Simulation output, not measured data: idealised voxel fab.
The name of this process module is voxel transistor to metal.
The width of the displayed cross-section, cut, is 160 nm; its cells are square, with a size of 5 nm.
How to read a cross-section here: the picture is a grid of square cells, written as bands going from the top down, and any band can span one or more rows of cells. What a band's entry tells you: where the top is and where the bottom is, as heights in nm, and after that what lies inside, material by material from left to right, each with its width in nm. Empty space is written as the word "empty", and a single material marked with the word "throughout" occupies the band from edge to edge. A quick word on heights: they are counted from 0, and under that level the wafer as it came to us is one material throughout. The lowest band is different from the rest in having no bottom; it simply continues downward, written as in "0 -> down". Top row gets the first number, bottom row gets the second, and each row in between changes by the same step: that is how a band width like "30 to 40" works. The designation "nothing was modified", where it is given for a processing step, indicates that no cell of the cross-section was altered in the course of that step. So "Internal closed voids" is basically the list of trapped voids: any empty space of 8 cells or more that can't reach the top through an opening. They're written width x height at distance, the distance being from the left edge, and it's all nm. Formally, on a step line, whatever follows the settings is a remark that the simulator itself makes on the step. "overlay nm" denotes, for a step that has a mask, the displacement of the mask to the right of its planned place, with negative values corresponding to the left.

-- Steps planned for the process
1,op RECEIVE | material Si
2,op OXIDIZE | depth nm 5
3,op CONFORMAL_DEP | material SiN | thk nm 10
4,op MASKED_ETCH | tone cover | mask id ACTIVE | width nm 100 | etch materials SiN | depth nm 10 | overlay nm 0
5,op MASKED_ETCH | tone cover | mask id ACTIVE | width nm 100 | etch materials SiO2 | depth nm 5 | overlay nm 0
6,op MASKED_ETCH | tone cover | mask id ACTIVE | width nm 100 | etch materials Si | depth nm 25 | overlay nm 0
7,op OXIDIZE | depth nm 5
8,op FILL_DEP | material SiO2 | thk nm 15
9,op CMP | height nm 10
10,op SELECTIVE_ETCH | etch materials SiO2 | depth nm 5
11,op STRIP | etch materials SiN
12,op SELECTIVE_ETCH | etch materials SiO2 | depth nm 5
13,op OXIDIZE | depth nm 5
14,op DIRECTIONAL_DEP | material polySi | thk nm 30
15,op DIRECTIONAL_DEP | material SiCN | thk nm 10
16,op MASKED_ETCH | tone cover | mask id GATE | width nm 20 | etch materials SiCN | depth nm 20 | overlay nm 0
17,op MASKED_ETCH | tone cover | mask id GATE | width nm 20 | etch materials polySi | depth nm 40 | overlay nm 0
18,op CONFORMAL_DEP | material SiN | thk nm 5
19,op DIRECTIONAL_ETCH | etch materials SiN | depth nm 5
20,op DIRECTIONAL_ETCH | etch materials SiO2 | depth nm 5
21,op EPI | material pSi | thk nm 5
22,op FILL_DEP | material SiO2 | thk nm 10
23,op CMP | height nm 35
24,op DIRECTIONAL_DEP | material SiO2 | thk nm 15
25,op MASKED_ETCH | tone open | mask id CONTACT | width nm 15 | pitch nm 75 | etch materials SiO2 | depth nm 55 | overlay nm 0
26,op CONFORMAL_DEP | material TiN | thk nm 5
27,op FILL_DEP | material Ru | thk nm 5
28,op CMP | height nm 50
29,op CONFORMAL_DEP | material SiCN | thk nm 5
30,op DIRECTIONAL_DEP | material SiO2 | thk nm 25
31,op PATTERN | tone open | mask id METAL_1 | material resist | width nm 15 | pitch nm 75 | thk nm 15 | overlay nm 0
32,op DIRECTIONAL_ETCH | etch materials SiO2 | depth nm 25
33,op DIRECTIONAL_ETCH | etch materials SiCN | depth nm 5
34,op STRIP | etch materials resist
35,op CONFORMAL_DEP | material TiN | thk nm 5
36,op FILL_DEP | material Ru | thk nm 5
37,op CMP | height nm 80
38,op EPI | material Ru | thk nm 5
39,op FILL_DEP | material SiCN | thk nm 5

-- Here's what the wafer looked like in cross-section when it arrived - that's after step 1
0 -> down = Si throughout
Internal closed voids: none

-- End state of the module in cross-section, given the above starting point and plan and one mistake in execution
90 -> 85 = SiCN throughout
85 -> 80 = SiCN: 30, then Ru: 25, then SiCN: 50, then Ru: 25, then SiCN: 30
80 -> 55 = SiO2: 35, then TiN: 5, then Ru: 5, then TiN: 5, then SiO2: 60, then TiN: 5, then Ru: 5, then TiN: 5, then SiO2: 35
55 -> 50 = SiCN: 35, then TiN: 15, then SiCN: 60, then TiN: 15, then SiCN: 35
50 -> 35 = SiO2: 35, then TiN: 5, then Ru: 5, then TiN: 5, then SiO2: 60, then TiN: 5, then Ru: 5, then TiN: 5, then SiO2: 35
35 -> 25 = SiO2: 35, then TiN: 5, then Ru: 5, then TiN: 5, then SiO2: 15, then SiN: 5, then SiCN: 20, then SiN: 5, then SiO2: 15, then TiN: 5, then Ru: 5, then TiN: 5, then SiO2: 35
25 -> 0 = SiO2: 35, then TiN: 5, then Ru: 5, then TiN: 5, then SiO2: 15, then SiN: 5, then polySi: 20, then SiN: 5, then SiO2: 15, then TiN: 5, then Ru: 5, then TiN: 5, then SiO2: 35
0 -> -5 = SiO2: 25, then SiN: 5, then SiO2: 5, then TiN: 15, then SiO2: 15, then SiN: 5, then polySi: 20, then SiN: 5, then SiO2: 15, then TiN: 15, then SiO2: 5, then SiN: 5, then SiO2: 25
-5 -> -10 = SiO2: 30, then pSi: 35, then SiO2: 30, then pSi: 35, then SiO2: 30
-10 -> -60 = SiO2: 35, then Si: 90, then SiO2: 35
-60 -> down = Si throughout
Internal closed voids: none
Misprocessing identified: execution of plan step 6 occurred twice
